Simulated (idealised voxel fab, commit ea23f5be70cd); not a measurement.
process module | voxel wiring stack
cross-section cut | 235 nm wide | cells 5 nm
A cross-section is a grid of square cells, given in bands from the top down. A band is one or more rows of cells.
Each band's line starts with the height of the band's top and of its bottom, in nm. Then come its materials from left to right, each with its width in nm. One material with "throughout" fills the band from edge to edge. "air" is empty space.
Height 0 is the level under which the wafer as received is all one material. The lowest band goes on downwards, as in "0 down".
A width such as "30 to 40" changes by the same amount from each row of cells to the next, from the band's top row to its bottom row.
"no change" after a step means that no cell of the cross-section changed.
closed voids: empty space of 8 cells or more with no open way to the top, each as width x height at its distance from the left edge, in nm
after a step's settings: what the simulator itself notes on the step
overlay nm, on a step with a mask: how far to the right of its planned place the mask lay; to the left if negative
Each pair below shows a cross-section before one step and the cross-section after it, down to the lowest band that changed. The line under each pair gives the step between them, with its settings. The pairs can come from different runs of this module on the same starting wafer, so a pair continues from the pair above only where its "before" says so.
before
  95 to 85: Cu throughout
  85 to 80: TiN 65 | Cu 5 | TiN 40 | Cu 5 | TiN 40 | Cu 5 | TiN 75
  80 to 75: SiCN 60 | TiN 15 | SiCN 30 | TiN 15 | SiCN 30 | TiN 15 | SiCN 70
  75 to 45: SiO2 throughout
  45 to 20: lowk 55 | SiCN 5 | W 25 | SiCN 5 | lowk 10 | SiCN 5 | W 25 | SiCN 5 | lowk 10 | SiCN 5 | W 25 | SiCN 5 | lowk 55
  20 to 15: SiCN 60 | TiN 25 | SiCN 20 | TiN 25 | SiCN 20 | TiN 25 | SiCN 60
  15 to 0: SiO2 throughout
  0 down: Si throughout
  closed voids: none
after
  80 to 75: SiCN 60 | TiN 15 | SiCN 30 | TiN 15 | SiCN 30 | TiN 15 | SiCN 70
  below 75: unchanged
  closed voids: none
the step between: op CMP | height nm 80
before: the cross-section after the pair above
after
  85 to 80: SiCN throughout
  below 80: unchanged
  closed voids: none
the step between: op CONFORMAL_DEP | material SiCN | thk nm 5
before: the cross-section after the pair above
after
  110 to 85: SiO2 throughout
  below 85: unchanged
  closed voids: none
the step between: op DIRECTIONAL_DEP | material SiO2 | thk nm 25
before: the cross-section after the pair above
after
  125 to 110: resist 60 | air 25 | resist 20 | air 25 | resist 20 | air 25 | resist 60
  below 110: unchanged
  closed voids: none
the step between: op PATTERN | tone open | mask id METAL_3 | material resist | width nm 25 | pitch nm 45 | thk nm 15 | overlay nm 0
before: the cross-section after the pair above
after
  125 to 110: resist 60 | air 25 | resist 20 | air 25 | resist 20 | air 25 | resist 60
  110 to 95: SiO2 60 | air 25 | SiO2 20 | air 25 | SiO2 20 | air 25 | SiO2 60
  below 95: unchanged
  closed voids: none
the step between: op DIRECTIONAL_ETCH | etch materials SiO2 | depth nm 15
before: the cross-section after the pair above
after
  110 to 95: SiO2 60 | air 25 | SiO2 20 | air 25 | SiO2 20 | air 25 | SiO2 60
  below 95: unchanged
  closed voids: none
the step between: op STRIP | etch materials resist
before: the cross-section after the pair above
after
  110 to 95: SiO2 60 | air 25 | SiO2 20 | air 25 | SiO2 20 | air 25 | SiO2 60
  95 to 85: SiO2 60 | air 15 | SiO2 75 | air 15 | SiO2 70
  below 85: unchanged
  closed voids: none
the step between: op MASKED_ETCH | tone open | mask id METAL_3_HOLES | width nm 15 | pitch nm 90 | etch materials SiO2 | depth nm 10 | overlay nm 0
before: the cross-section after the pair above
after
  110 to 95: SiO2 60 | air 25 | SiO2 20 | air 25 | SiO2 20 | air 25 | SiO2 60
  95 to 85: SiO2 60 | air 15 | SiO2 75 | air 15 | SiO2 70
  85 to 80: SiCN 60 | air 15 | SiCN 75 | air 15 | SiCN 70
  below 80: unchanged
  closed voids: none
the step between: op MASKED_ETCH | tone open | mask id METAL_3_HOLES | width nm 15 | pitch nm 90 | etch materials SiCN | depth nm 5 | overlay nm 0
before: the cross-section after the pair above
after
  115 to 110: TiN 65 | air 15 | TiN 30 | air 15 | TiN 30 | air 15 | TiN 65
  110 to 100: SiO2 60 | TiN 5 | air 15 | TiN 5 | SiO2 20 | TiN 5 | air 15 | TiN 5 | SiO2 20 | TiN 5 | air 15 | TiN 5 | SiO2 60
  100 to 95: SiO2 60 | TiN 5 | air 5 | TiN 15 | SiO2 20 | TiN 25 | SiO2 20 | TiN 5 | air 5 | TiN 15 | SiO2 60
  95 to 85: SiO2 60 | TiN 5 | air 5 | TiN 5 | SiO2 75 | TiN 5 | air 5 | TiN 5 | SiO2 70
  85 to 80: SiCN 60 | TiN 15 | SiCN 75 | TiN 15 | SiCN 70
  below 80: unchanged
  closed voids: none
the step between: op CONFORMAL_DEP | material TiN | thk nm 5
before: the cross-section after the pair above
after
  125 to 115: Cu throughout
  115 to 110: TiN 65 | Cu 15 | TiN 30 | Cu 15 | TiN 30 | Cu 15 | TiN 65
  110 to 100: SiO2 60 | TiN 5 | Cu 15 | TiN 5 | SiO2 20 | TiN 5 | Cu 15 | TiN 5 | SiO2 20 | TiN 5 | Cu 15 | TiN 5 | SiO2 60
  100 to 95: SiO2 60 | TiN 5 | Cu 5 | TiN 15 | SiO2 20 | TiN 25 | SiO2 20 | TiN 5 | Cu 5 | TiN 15 | SiO2 60
  95 to 85: SiO2 60 | TiN 5 | Cu 5 | TiN 5 | SiO2 75 | TiN 5 | Cu 5 | TiN 5 | SiO2 70
  below 85: unchanged
  closed voids: none
the step between: op FILL_DEP | material Cu | thk nm 10
before: the cross-section after the pair above
after
  110 to 100: SiO2 60 | TiN 5 | Cu 15 | TiN 5 | SiO2 20 | TiN 5 | Cu 15 | TiN 5 | SiO2 20 | TiN 5 | Cu 15 | TiN 5 | SiO2 60
  below 100: unchanged
  closed voids: none
the step between: op CMP | height nm 110
before: the cross-section after the pair above
after
  115 to 110: SiCN throughout
  below 110: unchanged
  closed voids: none
the step between: op CONFORMAL_DEP | material SiCN | thk nm 5
before
  85 to 80: SiCN throughout
  80 to 70: SiO2 60 | TiN 5 | Cu 15 | TiN 5 | SiO2 20 | TiN 5 | Cu 15 | TiN 5 | SiO2 20 | TiN 5 | Cu 15 | TiN 5 | SiO2 60
  70 to 65: SiO2 60 | TiN 5 | Cu 5 | TiN 15 | SiO2 20 | TiN 5 | Cu 5 | TiN 15 | SiO2 20 | TiN 5 | Cu 5 | TiN 15 | SiO2 60
  65 to 50: SiO2 60 | TiN 5 | Cu 5 | TiN 5 | SiO2 30 | TiN 5 | Cu 5 | TiN 5 | SiO2 30 | TiN 5 | Cu 5 | TiN 5 | SiO2 70
  50 to 45: SiCN 60 | TiN 15 | SiCN 30 | TiN 15 | SiCN 30 | TiN 15 | SiCN 70
  45 to 20: lowk 55 | SiCN 5 | W 25 | SiCN 5 | lowk 10 | SiCN 5 | W 25 | SiCN 5 | lowk 10 | SiCN 5 | W 25 | SiCN 5 | lowk 55
  20 to 15: SiCN 60 | TiN 25 | SiCN 20 | TiN 25 | SiCN 20 | TiN 25 | SiCN 60
  15 to 0: SiO2 throughout
  0 down: Si throughout
  closed voids: none
after
  100 to 85: SiO2 throughout
  below 85: unchanged
  closed voids: none
the step between: op DIRECTIONAL_DEP | material SiO2 | thk nm 15
before: the cross-section after the pair above
after
  115 to 100: resist 60 | air 25 | resist 20 | air 25 | resist 20 | air 25 | resist 60
  below 100: unchanged
  closed voids: none
the step between: op PATTERN | tone open | mask id METAL_3 | material resist | width nm 25 | pitch nm 45 | thk nm 15 | overlay nm 0
before: the cross-section after the pair above
after
  115 to 100: resist 60 | air 25 | resist 20 | air 25 | resist 20 | air 25 | resist 60
  100 to 85: SiO2 60 | air 25 | SiO2 20 | air 25 | SiO2 20 | air 25 | SiO2 60
  below 85: unchanged
  closed voids: none
the step between: op DIRECTIONAL_ETCH | etch materials SiO2 | depth nm 15
before: the cross-section after the pair above
after
  100 to 85: SiO2 60 | air 25 | SiO2 20 | air 25 | SiO2 20 | air 25 | SiO2 60
  below 85: unchanged
  closed voids: none
the step between: op STRIP | etch materials resist
before: the cross-section after the pair above
after
  100 to 85: SiO2 60 | air 25 | SiO2 20 | air 25 | SiO2 20 | air 25 | SiO2 60
  85 to 80: SiCN 60 | air 15 | SiCN 75 | air 15 | SiCN 70
  below 80: unchanged
  closed voids: none
the step between: op MASKED_ETCH | tone open | mask id METAL_3_HOLES | width nm 15 | pitch nm 90 | etch materials SiCN | depth nm 5 | overlay nm 0
before: the cross-section after the pair above
after
  105 to 100: TiN 65 | air 15 | TiN 30 | air 15 | TiN 30 | air 15 | TiN 65
  100 to 90: SiO2 60 | TiN 5 | air 15 | TiN 5 | SiO2 20 | TiN 5 | air 15 | TiN 5 | SiO2 20 | TiN 5 | air 15 | TiN 5 | SiO2 60
  90 to 85: SiO2 60 | TiN 5 | air 5 | TiN 15 | SiO2 20 | TiN 25 | SiO2 20 | TiN 5 | air 5 | TiN 15 | SiO2 60
  85 to 80: SiCN 60 | TiN 15 | SiCN 75 | TiN 15 | SiCN 70
  below 80: unchanged
  closed voids: none
the step between: op CONFORMAL_DEP | material TiN | thk nm 5
before: the cross-section after the pair above
after
  115 to 105: Cu throughout
  105 to 100: TiN 65 | Cu 15 | TiN 30 | Cu 15 | TiN 30 | Cu 15 | TiN 65
  100 to 90: SiO2 60 | TiN 5 | Cu 15 | TiN 5 | SiO2 20 | TiN 5 | Cu 15 | TiN 5 | SiO2 20 | TiN 5 | Cu 15 | TiN 5 | SiO2 60
  90 to 85: SiO2 60 | TiN 5 | Cu 5 | TiN 15 | SiO2 20 | TiN 25 | SiO2 20 | TiN 5 | Cu 5 | TiN 15 | SiO2 60
  below 85: unchanged
  closed voids: none
the step between: op FILL_DEP | material Cu | thk nm 10
before: the cross-section after the pair above
after
  110 to 105: Cu throughout
  below 105: unchanged
  closed voids: none
the step between: op CMP | height nm 110
before: the cross-section after the pair above
after
  115 to 110: SiCN throughout
  below 110: unchanged
  closed voids: none
the step between: op CONFORMAL_DEP | material SiCN | thk nm 5
before
  60 to 45: aC throughout
  45 to 20: W throughout
  20 to 15: TiN throughout
  15 to 0: SiO2 throughout
  0 down: Si throughout
  closed voids: none
after
  95 to 60: air 60 | resist 30 | air 15 | resist 30 | air 15 | resist 30 | air 55
  below 60: unchanged
  closed voids: none
the step between: op PATTERN | tone cover | mask id METAL_1 | material resist | width nm 30 | pitch nm 45 | thk nm 35 | overlay nm 0
before: the cross-section after the pair above
after
  80 to 60: air 60 | resist 30 | air 15 | resist 30 | air 15 | resist 30 | air 55
  60 to 45: air 60 | aC 30 | air 15 | aC 30 | air 15 | aC 30 | air 55
  below 45: unchanged
  closed voids: none
the step between: op DIRECTIONAL_ETCH | etch materials aC | depth nm 15
before: the cross-section after the pair above
after
  60 to 45: air 60 | aC 30 | air 15 | aC 30 | air 15 | aC 30 | air 55
  below 45: unchanged
  closed voids: none
the step between: op STRIP | etch materials resist
before: the cross-section after the pair above
after
  60 to 45: air 60 | aC 30 | air 15 | aC 30 | air 15 | aC 30 | air 55
  45 to 20: air 60 | W 30 | air 15 | W 30 | air 15 | W 30 | air 55
  below 20: unchanged
  closed voids: none
the step between: op DIRECTIONAL_ETCH | etch materials W | depth nm 25
before: the cross-section after the pair above
after
  60 to 45: air 60 | aC 30 | air 15 | aC 30 | air 15 | aC 30 | air 55
  45 to 20: air 60 | W 30 | air 15 | W 30 | air 15 | W 30 | air 55
  20 to 15: air 60 | TiN 30 | air 15 | TiN 30 | air 15 | TiN 30 | air 55
  below 15: unchanged
  closed voids: none
the step between: op DIRECTIONAL_ETCH | etch materials TiN | depth nm 5
before: the cross-section after the pair above
after
  45 to 20: air 60 | W 30 | air 15 | W 30 | air 15 | W 30 | air 55
  below 20: unchanged
  closed voids: none
the step between: op STRIP | etch materials aC
before: the cross-section after the pair above
after
  50 to 45: air 55 | SiCN 40 | air 5 | SiCN 40 | air 5 | SiCN 40 | air 50
  45 to 20: air 55 | SiCN 5 | W 30 | SiCN 5 | air 5 | SiCN 5 | W 30 | SiCN 5 | air 5 | SiCN 5 | W 30 | SiCN 5 | air 50
  20 to 15: SiCN 60 | TiN 30 | SiCN 15 | TiN 30 | SiCN 15 | TiN 30 | SiCN 55
  below 15: unchanged
  closed voids: none
the step between: op CONFORMAL_DEP | material SiCN | thk nm 5
before: the cross-section after the pair above
after
  60 to 50: lowk throughout
  50 to 45: lowk 55 | SiCN 40 | lowk 5 | SiCN 40 | lowk 5 | SiCN 40 | lowk 50
  45 to 20: lowk 55 | SiCN 5 | W 30 | SiCN 5 | lowk 5 | SiCN 5 | W 30 | SiCN 5 | lowk 5 | SiCN 5 | W 30 | SiCN 5 | lowk 50
  below 20: unchanged
  closed voids: none
the step between: op FILL_DEP | material lowk | thk nm 10
before: the cross-section after the pair above
after
  45 to 20: lowk 55 | SiCN 5 | W 30 | SiCN 5 | lowk 5 | SiCN 5 | W 30 | SiCN 5 | lowk 5 | SiCN 5 | W 30 | SiCN 5 | lowk 50
  below 20: unchanged
  closed voids: none
the step between: op CMP | height nm 45
before: the cross-section after the pair above
after
  50 to 45: SiCN throughout
  below 45: unchanged
  closed voids: none
the step between: op CONFORMAL_DEP | material SiCN | thk nm 5
before: the cross-section after the pair above
after
  80 to 50: SiO2 throughout
  below 50: unchanged
  closed voids: none
the step between: op DIRECTIONAL_DEP | material SiO2 | thk nm 30
before: the cross-section after the pair above
after
  95 to 80: aC throughout
  below 80: unchanged
  closed voids: none
the step between: op DIRECTIONAL_DEP | material aC | thk nm 15
before: the cross-section after the pair above
after
  130 to 95: resist 60 | air 25 | resist 20 | air 25 | resist 20 | air 25 | resist 60
  below 95: unchanged
  closed voids: none
the step between: op PATTERN | tone open | mask id METAL_2 | material resist | width nm 25 | pitch nm 45 | thk nm 35 | overlay nm 0
before: the cross-section after the pair above
after
  115 to 95: resist 60 | air 25 | resist 20 | air 25 | resist 20 | air 25 | resist 60
  95 to 80: aC 60 | air 25 | aC 20 | air 25 | aC 20 | air 25 | aC 60
  below 80: unchanged
  closed voids: none
the step between: op DIRECTIONAL_ETCH | etch materials aC | depth nm 15
before: the cross-section after the pair above
after
  95 to 80: aC 60 | air 25 | aC 20 | air 25 | aC 20 | air 25 | aC 60
  below 80: unchanged
  closed voids: none
the step between: op STRIP | etch materials resist
before: the cross-section after the pair above
after
  95 to 80: aC 60 | air 25 | aC 20 | air 25 | aC 20 | air 25 | aC 60
  80 to 65: SiO2 60 | air 25 | SiO2 20 | air 25 | SiO2 20 | air 25 | SiO2 60
  below 65: unchanged
  closed voids: none
the step between: op DIRECTIONAL_ETCH | etch materials SiO2 | depth nm 15
before: the cross-section after the pair above
after
  80 to 65: SiO2 60 | air 25 | SiO2 20 | air 25 | SiO2 20 | air 25 | SiO2 60
  below 65: unchanged
  closed voids: none
the step between: op STRIP | etch materials aC
before: the cross-section after the pair above
after
  80 to 65: SiO2 60 | air 25 | SiO2 20 | air 25 | SiO2 20 | air 25 | SiO2 60
  65 to 50: SiO2 60 | air 15 | SiO2 30 | air 15 | SiO2 30 | air 15 | SiO2 70
  below 50: unchanged
  closed voids: none
the step between: op MASKED_ETCH | tone open | mask id METAL_2_HOLES | width nm 15 | pitch nm 45 | etch materials SiO2 | depth nm 15 | overlay nm 0
before: the cross-section after the pair above
after
  80 to 65: SiO2 60 | air 25 | SiO2 20 | air 25 | SiO2 20 | air 25 | SiO2 60
  65 to 50: SiO2 60 | air 15 | SiO2 30 | air 15 | SiO2 30 | air 15 | SiO2 70
  50 to 45: SiCN 60 | air 15 | SiCN 30 | air 15 | SiCN 30 | air 15 | SiCN 70
  below 45: unchanged
  closed voids: none
the step between: op MASKED_ETCH | tone open | mask id METAL_2_HOLES | width nm 15 | pitch nm 45 | etch materials SiCN | depth nm 5 | overlay nm 0
before: the cross-section after the pair above
after
  85 to 80: TiN 65 | air 15 | TiN 30 | air 15 | TiN 30 | air 15 | TiN 65
  80 to 70: SiO2 60 | TiN 5 | air 15 | TiN 5 | SiO2 20 | TiN 5 | air 15 | TiN 5 | SiO2 20 | TiN 5 | air 15 | TiN 5 | SiO2 60
  70 to 65: SiO2 60 | TiN 5 | air 5 | TiN 15 | SiO2 20 | TiN 5 | air 5 | TiN 15 | SiO2 20 | TiN 5 | air 5 | TiN 15 | SiO2 60
  65 to 50: SiO2 60 | TiN 5 | air 5 | TiN 5 | SiO2 30 | TiN 5 | air 5 | TiN 5 | SiO2 30 | TiN 5 | air 5 | TiN 5 | SiO2 70
  50 to 45: SiCN 60 | TiN 15 | SiCN 30 | TiN 15 | SiCN 30 | TiN 15 | SiCN 70
  below 45: unchanged
  closed voids: none
the step between: op CONFORMAL_DEP | material TiN | thk nm 5
before: the cross-section after the pair above
after
  95 to 85: Cu throughout
  85 to 80: TiN 65 | Cu 15 | TiN 30 | Cu 15 | TiN 30 | Cu 15 | TiN 65
  80 to 70: SiO2 60 | TiN 5 | Cu 15 | TiN 5 | SiO2 20 | TiN 5 | Cu 15 | TiN 5 | SiO2 20 | TiN 5 | Cu 15 | TiN 5 | SiO2 60
  70 to 65: SiO2 60 | TiN 5 | Cu 5 | TiN 15 | SiO2 20 | TiN 5 | Cu 5 | TiN 15 | SiO2 20 | TiN 5 | Cu 5 | TiN 15 | SiO2 60
  65 to 50: SiO2 60 | TiN 5 | Cu 5 | TiN 5 | SiO2 30 | TiN 5 | Cu 5 | TiN 5 | SiO2 30 | TiN 5 | Cu 5 | TiN 5 | SiO2 70
  below 50: unchanged
  closed voids: none
the step between: op FILL_DEP | material Cu | thk nm 10
before: the cross-section after the pair above
after
  80 to 70: SiO2 60 | TiN 5 | Cu 15 | TiN 5 | SiO2 20 | TiN 5 | Cu 15 | TiN 5 | SiO2 20 | TiN 5 | Cu 15 | TiN 5 | SiO2 60
  below 70: unchanged
  closed voids: none
the step between: op CMP | height nm 80
before: the cross-section after the pair above
after
  85 to 80: SiCN throughout
  below 80: unchanged
  closed voids: none
the step between: op CONFORMAL_DEP | material SiCN | thk nm 5
before: the cross-section after the pair above
after
  110 to 85: SiO2 throughout
  below 85: unchanged
  closed voids: none
the step between: op DIRECTIONAL_DEP | material SiO2 | thk nm 25
before: the cross-section after the pair above
after
  125 to 110: resist 60 | air 25 | resist 20 | air 25 | resist 20 | air 25 | resist 60
  below 110: unchanged
  closed voids: none
the step between: op PATTERN | tone open | mask id METAL_3 | material resist | width nm 25 | pitch nm 45 | thk nm 15 | overlay nm 0
before: the cross-section after the pair above
after
  125 to 110: resist 60 | air 25 | resist 20 | air 25 | resist 20 | air 25 | resist 60
  110 to 95: SiO2 60 | air 25 | SiO2 20 | air 25 | SiO2 20 | air 25 | SiO2 60
  below 95: unchanged
  closed voids: none
the step between: op DIRECTIONAL_ETCH | etch materials SiO2 | depth nm 15
before: the cross-section after the pair above
after
  110 to 95: SiO2 60 | air 25 | SiO2 20 | air 25 | SiO2 20 | air 25 | SiO2 60
  below 95: unchanged
  closed voids: none
the step between: op STRIP | etch materials resist
before: the cross-section after the pair above
after
  110 to 95: SiO2 60 | air 25 | SiO2 20 | air 25 | SiO2 20 | air 25 | SiO2 60
  95 to 85: SiO2 60 | air 15 | SiO2 75 | air 15 | SiO2 70
  below 85: unchanged
  closed voids: none
the step between: op MASKED_ETCH | tone open | mask id METAL_3_HOLES | width nm 15 | pitch nm 90 | etch materials SiO2 | depth nm 10 | overlay nm 0
before: the cross-section after the pair above
after
  110 to 95: SiO2 60 | air 25 | SiO2 20 | air 25 | SiO2 20 | air 25 | SiO2 60
  95 to 85: SiO2 60 | air 15 | SiO2 75 | air 15 | SiO2 70
  85 to 80: SiCN 60 | air 15 | SiCN 75 | air 15 | SiCN 70
  below 80: unchanged
  closed voids: none
the step between: op MASKED_ETCH | tone open | mask id METAL_3_HOLES | width nm 15 | pitch nm 90 | etch materials SiCN | depth nm 5 | overlay nm 0
before: the cross-section after the pair above
after
  115 to 110: TiN 65 | air 15 | TiN 30 | air 15 | TiN 30 | air 15 | TiN 65
  110 to 100: SiO2 60 | TiN 5 | air 15 | TiN 5 | SiO2 20 | TiN 5 | air 15 | TiN 5 | SiO2 20 | TiN 5 | air 15 | TiN 5 | SiO2 60
  100 to 95: SiO2 60 | TiN 5 | air 5 | TiN 15 | SiO2 20 | TiN 25 | SiO2 20 | TiN 5 | air 5 | TiN 15 | SiO2 60
  95 to 85: SiO2 60 | TiN 5 | air 5 | TiN 5 | SiO2 75 | TiN 5 | air 5 | TiN 5 | SiO2 70
  85 to 80: SiCN 60 | TiN 15 | SiCN 75 | TiN 15 | SiCN 70
  below 80: unchanged
  closed voids: none
the step between: op CONFORMAL_DEP | material TiN | thk nm 5
before: the cross-section after the pair above
after
  125 to 115: Cu throughout
  115 to 110: TiN 65 | Cu 15 | TiN 30 | Cu 15 | TiN 30 | Cu 15 | TiN 65
  110 to 100: SiO2 60 | TiN 5 | Cu 15 | TiN 5 | SiO2 20 | TiN 5 | Cu 15 | TiN 5 | SiO2 20 | TiN 5 | Cu 15 | TiN 5 | SiO2 60
  100 to 95: SiO2 60 | TiN 5 | Cu 5 | TiN 15 | SiO2 20 | TiN 25 | SiO2 20 | TiN 5 | Cu 5 | TiN 15 | SiO2 60
  95 to 85: SiO2 60 | TiN 5 | Cu 5 | TiN 5 | SiO2 75 | TiN 5 | Cu 5 | TiN 5 | SiO2 70
  below 85: unchanged
  closed voids: none
the step between: op FILL_DEP | material Cu | thk nm 10
before: the cross-section after the pair above
after
  110 to 100: SiO2 60 | TiN 5 | Cu 15 | TiN 5 | SiO2 20 | TiN 5 | Cu 15 | TiN 5 | SiO2 20 | TiN 5 | Cu 15 | TiN 5 | SiO2 60
  below 100: unchanged
  closed voids: none
the step between: op CMP | height nm 110
before: the cross-section after the pair above
after
  115 to 110: SiCN throughout
  below 110: unchanged
  closed voids: none
the step between: op CONFORMAL_DEP | material SiCN | thk nm 5
before
  60 to 45: aC throughout
  45 to 20: W throughout
  20 to 15: TiN throughout
  15 to 0: SiO2 throughout
  0 down: Si throughout
  closed voids: none
after
  95 to 60: air 65 | resist 25 | air 20 | resist 25 | air 20 | resist 25 | air 55
  below 60: unchanged
  closed voids: none
the step between: op PATTERN | tone cover | mask id METAL_1 | material resist | width nm 25 | pitch nm 45 | thk nm 35 | overlay nm 5
before: the cross-section after the pair above
after
  80 to 60: air 65 | resist 25 | air 20 | resist 25 | air 20 | resist 25 | air 55
  60 to 45: air 65 | aC 25 | air 20 | aC 25 | air 20 | aC 25 | air 55
  below 45: unchanged
  closed voids: none
the step between: op DIRECTIONAL_ETCH | etch materials aC | depth nm 15
before: the cross-section after the pair above
after
  60 to 45: air 65 | aC 25 | air 20 | aC 25 | air 20 | aC 25 | air 55
  below 45: unchanged
  closed voids: none
the step between: op STRIP | etch materials resist
before: the cross-section after the pair above
after
  60 to 45: air 65 | aC 25 | air 20 | aC 25 | air 20 | aC 25 | air 55
  45 to 20: air 65 | W 25 | air 20 | W 25 | air 20 | W 25 | air 55
  below 20: unchanged
  closed voids: none
the step between: op DIRECTIONAL_ETCH | etch materials W | depth nm 25
before: the cross-section after the pair above
after
  60 to 45: air 65 | aC 25 | air 20 | aC 25 | air 20 | aC 25 | air 55
  45 to 20: air 65 | W 25 | air 20 | W 25 | air 20 | W 25 | air 55
  20 to 15: air 65 | TiN 25 | air 20 | TiN 25 | air 20 | TiN 25 | air 55
  below 15: unchanged
  closed voids: none
the step between: op DIRECTIONAL_ETCH | etch materials TiN | depth nm 5
before: the cross-section after the pair above
after
  45 to 20: air 65 | W 25 | air 20 | W 25 | air 20 | W 25 | air 55
  below 20: unchanged
  closed voids: none
the step between: op STRIP | etch materials aC
before: the cross-section after the pair above
after
  50 to 45: air 60 | SiCN 35 | air 10 | SiCN 35 | air 10 | SiCN 35 | air 50
  45 to 20: air 60 | SiCN 5 | W 25 | SiCN 5 | air 10 | SiCN 5 | W 25 | SiCN 5 | air 10 | SiCN 5 | W 25 | SiCN 5 | air 50
  20 to 15: SiCN 65 | TiN 25 | SiCN 20 | TiN 25 | SiCN 20 | TiN 25 | SiCN 55
  below 15: unchanged
  closed voids: none
the step between: op CONFORMAL_DEP | material SiCN | thk nm 5
before: the cross-section after the pair above
after
  60 to 50: lowk throughout
  50 to 45: lowk 60 | SiCN 35 | lowk 10 | SiCN 35 | lowk 10 | SiCN 35 | lowk 50
  45 to 20: lowk 60 | SiCN 5 | W 25 | SiCN 5 | lowk 10 | SiCN 5 | W 25 | SiCN 5 | lowk 10 | SiCN 5 | W 25 | SiCN 5 | lowk 50
  below 20: unchanged
  closed voids: none
the step between: op FILL_DEP | material lowk | thk nm 10
before: the cross-section after the pair above
after
  45 to 20: lowk 60 | SiCN 5 | W 25 | SiCN 5 | lowk 10 | SiCN 5 | W 25 | SiCN 5 | lowk 10 | SiCN 5 | W 25 | SiCN 5 | lowk 50
  below 20: unchanged
  closed voids: none
the step between: op CMP | height nm 45
before: the cross-section after the pair above
after
  50 to 45: SiCN throughout
  below 45: unchanged
  closed voids: none
the step between: op CONFORMAL_DEP | material SiCN | thk nm 5
before: the cross-section after the pair above
after
  80 to 50: SiO2 throughout
  below 50: unchanged
  closed voids: none
the step between: op DIRECTIONAL_DEP | material SiO2 | thk nm 30
before: the cross-section after the pair above
after
  95 to 80: aC throughout
  below 80: unchanged
  closed voids: none
the step between: op DIRECTIONAL_DEP | material aC | thk nm 15
before: the cross-section after the pair above
after
  130 to 95: resist 60 | air 25 | resist 20 | air 25 | resist 20 | air 25 | resist 60
  below 95: unchanged
  closed voids: none
the step between: op PATTERN | tone open | mask id METAL_2 | material resist | width nm 25 | pitch nm 45 | thk nm 35 | overlay nm 0
before: the cross-section after the pair above
after
  115 to 95: resist 60 | air 25 | resist 20 | air 25 | resist 20 | air 25 | resist 60
  95 to 80: aC 60 | air 25 | aC 20 | air 25 | aC 20 | air 25 | aC 60
  below 80: unchanged
  closed voids: none
the step between: op DIRECTIONAL_ETCH | etch materials aC | depth nm 15
before: the cross-section after the pair above
after
  95 to 80: aC 60 | air 25 | aC 20 | air 25 | aC 20 | air 25 | aC 60
  below 80: unchanged
  closed voids: none
the step between: op STRIP | etch materials resist
before: the cross-section after the pair above
after
  95 to 80: aC 60 | air 25 | aC 20 | air 25 | aC 20 | air 25 | aC 60
  80 to 65: SiO2 60 | air 25 | SiO2 20 | air 25 | SiO2 20 | air 25 | SiO2 60
  below 65: unchanged
  closed voids: none
the step between: op DIRECTIONAL_ETCH | etch materials SiO2 | depth nm 15
before: the cross-section after the pair above
after
  80 to 65: SiO2 60 | air 25 | SiO2 20 | air 25 | SiO2 20 | air 25 | SiO2 60
  below 65: unchanged
  closed voids: none
the step between: op STRIP | etch materials aC
before: the cross-section after the pair above
after
  80 to 65: SiO2 60 | air 25 | SiO2 20 | air 25 | SiO2 20 | air 25 | SiO2 60
  65 to 50: SiO2 60 | air 15 | SiO2 30 | air 15 | SiO2 30 | air 15 | SiO2 70
  below 50: unchanged
  closed voids: none
the step between: op MASKED_ETCH | tone open | mask id METAL_2_HOLES | width nm 15 | pitch nm 45 | etch materials SiO2 | depth nm 15 | overlay nm 0
before: the cross-section after the pair above
after
  80 to 65: SiO2 60 | air 25 | SiO2 20 | air 25 | SiO2 20 | air 25 | SiO2 60
  65 to 50: SiO2 60 | air 15 | SiO2 30 | air 15 | SiO2 30 | air 15 | SiO2 70
  50 to 45: SiCN 60 | air 15 | SiCN 30 | air 15 | SiCN 30 | air 15 | SiCN 70
  below 45: unchanged
  closed voids: none
the step between: op MASKED_ETCH | tone open | mask id METAL_2_HOLES | width nm 15 | pitch nm 45 | etch materials SiCN | depth nm 5 | overlay nm 0
before: the cross-section after the pair above
after
  85 to 80: TiN 65 | air 15 | TiN 30 | air 15 | TiN 30 | air 15 | TiN 65
  80 to 70: SiO2 60 | TiN 5 | air 15 | TiN 5 | SiO2 20 | TiN 5 | air 15 | TiN 5 | SiO2 20 | TiN 5 | air 15 | TiN 5 | SiO2 60
  70 to 65: SiO2 60 | TiN 5 | air 5 | TiN 15 | SiO2 20 | TiN 5 | air 5 | TiN 15 | SiO2 20 | TiN 5 | air 5 | TiN 15 | SiO2 60
  65 to 50: SiO2 60 | TiN 5 | air 5 | TiN 5 | SiO2 30 | TiN 5 | air 5 | TiN 5 | SiO2 30 | TiN 5 | air 5 | TiN 5 | SiO2 70
  50 to 45: SiCN 60 | TiN 15 | SiCN 30 | TiN 15 | SiCN 30 | TiN 15 | SiCN 70
  below 45: unchanged
  closed voids: none
the step between: op CONFORMAL_DEP | material TiN | thk nm 5
before: the cross-section after the pair above
after
  95 to 85: Cu throughout
  85 to 80: TiN 65 | Cu 15 | TiN 30 | Cu 15 | TiN 30 | Cu 15 | TiN 65
  80 to 70: SiO2 60 | TiN 5 | Cu 15 | TiN 5 | SiO2 20 | TiN 5 | Cu 15 | TiN 5 | SiO2 20 | TiN 5 | Cu 15 | TiN 5 | SiO2 60
  70 to 65: SiO2 60 | TiN 5 | Cu 5 | TiN 15 | SiO2 20 | TiN 5 | Cu 5 | TiN 15 | SiO2 20 | TiN 5 | Cu 5 | TiN 15 | SiO2 60
  65 to 50: SiO2 60 | TiN 5 | Cu 5 | TiN 5 | SiO2 30 | TiN 5 | Cu 5 | TiN 5 | SiO2 30 | TiN 5 | Cu 5 | TiN 5 | SiO2 70
  below 50: unchanged
  closed voids: none
the step between: op FILL_DEP | material Cu | thk nm 10
before: the cross-section after the pair above
after
  80 to 70: SiO2 60 | TiN 5 | Cu 15 | TiN 5 | SiO2 20 | TiN 5 | Cu 15 | TiN 5 | SiO2 20 | TiN 5 | Cu 15 | TiN 5 | SiO2 60
  below 70: unchanged
  closed voids: none
the step between: op CMP | height nm 80
before: the cross-section after the pair above
after
  85 to 80: SiCN throughout
  below 80: unchanged
  closed voids: none
the step between: op CONFORMAL_DEP | material SiCN | thk nm 5
before: the cross-section after the pair above
after
  110 to 85: SiO2 throughout
  below 85: unchanged
  closed voids: none
the step between: op DIRECTIONAL_DEP | material SiO2 | thk nm 25
before: the cross-section after the pair above
after
  125 to 110: resist 60 | air 25 | resist 20 | air 25 | resist 20 | air 25 | resist 60
  below 110: unchanged
  closed voids: none
the step between: op PATTERN | tone open | mask id METAL_3 | material resist | width nm 25 | pitch nm 45 | thk nm 15 | overlay nm 0
